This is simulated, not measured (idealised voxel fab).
Process module under the name voxel released beams
Xsec cut, 260 nm wide, square cell size 5 nm.
Throughout this document, each cross-section is represented as a grid of square cells and is presented as a sequence of bands enumerated from the top downward, where a band comprises one or more rows of cells. Each band's line starts with the height of the band's top and of its bottom, in nm. Then come its materials from left to right, each with its width in nm. One material with "all across" fills the band from edge to edge. "air" is empty space. Heads up on the height convention: 0 is the point under which the incoming wafer is all one material, and the lowest band has no bottom, it just keeps going down, like "z 0 and below". When a width is written as two numbers, as in "30->40", the first number is the width in the top row of cells of the band and the second is the width in its bottom row, and the width changes by the same amount from each row to the next. Reading "identical to before" for a step: not a cell of the cross-section changed in it. What "Closed cavity list" gives you is every empty space of 8 cells or more that is cut off from the top. Each appears as width x height at distance, with the distance taken from the left edge and width, height and distance all in nm. Anything after a step's settings on that line? It's the simulator's own note about the step. The "overlay nm" setting may appear on a step's line; for a step that uses a mask, it gives how far to the right of its planned position the mask lay, and a negative value indicates the left.
The process steps that were planned are listed below:
- 1: RECEIVE (material Si)
- 2: CONFORMAL_DEP (material SiN; thk nm 10)
- 3: DIRECTIONAL_DEP (material SiO2; thk nm 20)
- 4: PATTERN (tone open; mask id ANCHOR; material resist; width nm 45; thk nm 15; overlay nm 0)
- 5: DIRECTIONAL_ETCH (etch materials SiO2; depth nm 20)
- 6: STRIP (etch materials resist)
- 7: CONFORMAL_DEP (material polySi; thk nm 15)
- 8: DIRECTIONAL_DEP (material aC; thk nm 10)
- 9: PATTERN (tone cover; mask id BEAM; material resist; width nm 95; thk nm 25; overlay nm 0)
- 10: DIRECTIONAL_ETCH (etch materials aC; depth nm 10)
- 11: STRIP (etch materials resist)
- 12: DIRECTIONAL_ETCH (etch materials polySi; depth nm 15)
- 13: STRIP (etch materials aC)
- 14: STRIP (etch materials SiO2)
The first of the two wafers, which ran as planned:
As-received state of the wafer in cross-section, equivalent to post-step 1:
- z 0 and below: Si all across
- Closed cavity list: none
State of the wafer after step 2, shown in cross-section:
- z 10 to 0: SiN all across
- Heights below 0 show no change.
State of the wafer after step 3, shown in cross-section:
- z 30 to 10: SiO2 all across
- Heights below 10 show no change.
State of the wafer after step 4, shown in cross-section:
- z 45 to 30: resist 85 nm, then air 45 nm, then resist 130 nm
- Heights below 30 show no change.
State of the wafer after step 5, shown in cross-section:
- z 45 to 30: resist 85 nm, then air 45 nm, then resist 130 nm
- z 30 to 10: SiO2 85 nm, then air 45 nm, then SiO2 130 nm
- Heights below 10 show no change.
State of the wafer after step 6, shown in cross-section:
- z 30 to 10: SiO2 85 nm, then air 45 nm, then SiO2 130 nm
- Heights below 10 show no change.
State of the wafer after step 7, shown in cross-section:
- z 45 to 30: polySi 100 nm, then air 15 nm, then polySi 145 nm
- z 30 to 25: SiO2 85 nm, then polySi 15 nm, then air 15 nm, then polySi 15 nm, then SiO2 130 nm
- z 25 to 10: SiO2 85 nm, then polySi 45 nm, then SiO2 130 nm
- Heights below 10 show no change.
State of the wafer after step 8, shown in cross-section:
- z 55 to 45: aC 100 nm, then air 15 nm, then aC 145 nm
- z 45 to 35: polySi 100 nm, then air 15 nm, then polySi 145 nm
- z 35 to 30: polySi 100 nm, then aC 15 nm, then polySi 145 nm
- z 30 to 25: SiO2 85 nm, then polySi 15 nm, then aC 15 nm, then polySi 15 nm, then SiO2 130 nm
- Heights below 25 show no change.
State of the wafer after step 9, shown in cross-section:
- z 80 to 55: air 80 nm, then resist 95 nm, then air 85 nm
- z 55 to 45: aC 100 nm, then resist 15 nm, then aC 145 nm
- z 45 to 35: polySi 100 nm, then resist 15 nm, then polySi 145 nm
- Heights below 35 show no change.
State of the wafer after step 10, shown in cross-section:
- z 70 to 55: air 80 nm, then resist 95 nm, then air 85 nm
- z 55 to 45: air 80 nm, then aC 20 nm, then resist 15 nm, then aC 60 nm, then air 85 nm
- Heights below 45 show no change.
State of the wafer after step 11, shown in cross-section:
- z 55 to 45: air 80 nm, then aC 20 nm, then air 15 nm, then aC 60 nm, then air 85 nm
- z 45 to 35: polySi 100 nm, then air 15 nm, then polySi 145 nm
- Heights below 35 show no change.
State of the wafer after step 12, shown in cross-section:
- z 55 to 45: air 80 nm, then aC 20 nm, then air 15 nm, then aC 60 nm, then air 85 nm
- z 45 to 35: air 80 nm, then polySi 20 nm, then air 15 nm, then polySi 60 nm, then air 85 nm
- z 35 to 30: air 80 nm, then polySi 20 nm, then aC 15 nm, then polySi 60 nm, then air 85 nm
- Heights below 30 show no change.
State of the wafer after step 13, shown in cross-section:
- z 45 to 30: air 80 nm, then polySi 20 nm, then air 15 nm, then polySi 60 nm, then air 85 nm
- z 30 to 25: SiO2 85 nm, then polySi 15 nm, then air 15 nm, then polySi 15 nm, then SiO2 130 nm
- Heights below 25 show no change.
State of the wafer after step 14, shown in cross-section:
- z 45 to 30: air 80 nm, then polySi 20 nm, then air 15 nm, then polySi 60 nm, then air 85 nm
- z 30 to 25: air 85 nm, then polySi 15 nm, then air 15 nm, then polySi 15 nm, then air 130 nm
- z 25 to 10: air 85 nm, then polySi 45 nm, then air 130 nm
- Heights below 10 show no change.
Here the second wafer is described. Its start and its plan were those of the first wafer. Its run contained one mistake. Up to and including step 1, it did exactly what the first wafer did:
At the planned end of step 2, the second wafer in cross-section:
- z 5 to 0: SiN all across
- Heights below 0 show no change.
At the planned end of step 3, the second wafer in cross-section:
- z 25 to 5: SiO2 all across
- Heights below 5 show no change.
At the planned end of step 4, the second wafer in cross-section:
- z 40 to 25: resist 85 nm, then air 45 nm, then resist 130 nm
- Heights below 25 show no change.
At the planned end of step 5, the second wafer in cross-section:
- z 40 to 25: resist 85 nm, then air 45 nm, then resist 130 nm
- z 25 to 5: SiO2 85 nm, then air 45 nm, then SiO2 130 nm
- Heights below 5 show no change.
At the planned end of step 6, the second wafer in cross-section:
- z 25 to 5: SiO2 85 nm, then air 45 nm, then SiO2 130 nm
- Heights below 5 show no change.
At the planned end of step 7, the second wafer in cross-section:
- z 40 to 25: polySi 100 nm, then air 15 nm, then polySi 145 nm
- z 25 to 20: SiO2 85 nm, then polySi 15 nm, then air 15 nm, then polySi 15 nm, then SiO2 130 nm
- z 20 to 5: SiO2 85 nm, then polySi 45 nm, then SiO2 130 nm
- Heights below 5 show no change.
At the planned end of step 8, the second wafer in cross-section:
- z 50 to 40: aC 100 nm, then air 15 nm, then aC 145 nm
- z 40 to 30: polySi 100 nm, then air 15 nm, then polySi 145 nm
- z 30 to 25: polySi 100 nm, then aC 15 nm, then polySi 145 nm
- z 25 to 20: SiO2 85 nm, then polySi 15 nm, then aC 15 nm, then polySi 15 nm, then SiO2 130 nm
- Heights below 20 show no change.
At the planned end of step 9, the second wafer in cross-section:
- z 75 to 50: air 80 nm, then resist 95 nm, then air 85 nm
- z 50 to 40: aC 100 nm, then resist 15 nm, then aC 145 nm
- z 40 to 30: polySi 100 nm, then resist 15 nm, then polySi 145 nm
- Heights below 30 show no change.
At the planned end of step 10, the second wafer in cross-section:
- z 65 to 50: air 80 nm, then resist 95 nm, then air 85 nm
- z 50 to 40: air 80 nm, then aC 20 nm, then resist 15 nm, then aC 60 nm, then air 85 nm
- Heights below 40 show no change.
At the planned end of step 11, the second wafer in cross-section:
- z 50 to 40: air 80 nm, then aC 20 nm, then air 15 nm, then aC 60 nm, then air 85 nm
- z 40 to 30: polySi 100 nm, then air 15 nm, then polySi 145 nm
- Heights below 30 show no change.
At the planned end of step 12, the second wafer in cross-section:
- z 50 to 40: air 80 nm, then aC 20 nm, then air 15 nm, then aC 60 nm, then air 85 nm
- z 40 to 30: air 80 nm, then polySi 20 nm, then air 15 nm, then polySi 60 nm, then air 85 nm
- z 30 to 25: air 80 nm, then polySi 20 nm, then aC 15 nm, then polySi 60 nm, then air 85 nm
- Heights below 25 show no change.
At the planned end of step 13, the second wafer in cross-section:
- z 40 to 25: air 80 nm, then polySi 20 nm, then air 15 nm, then polySi 60 nm, then air 85 nm
- z 25 to 20: SiO2 85 nm, then polySi 15 nm, then air 15 nm, then polySi 15 nm, then SiO2 130 nm
- Heights below 20 show no change.
At the planned end of step 14, the second wafer in cross-section:
- z 40 to 25: air 80 nm, then polySi 20 nm, then air 15 nm, then polySi 60 nm, then air 85 nm
- z 25 to 20: air 85 nm, then polySi 15 nm, then air 15 nm, then polySi 15 nm, then air 130 nm
- z 20 to 5: air 85 nm, then polySi 45 nm, then air 130 nm
- Heights below 5 show no change.
Deviation from plan: step 2 did not happen as planned, as run it was CONFORMAL_DEP (material SiN; thk nm 5)
The second wafer ends with more or fewer cells of some materials than the first, per final count: SiN: 52 fewer
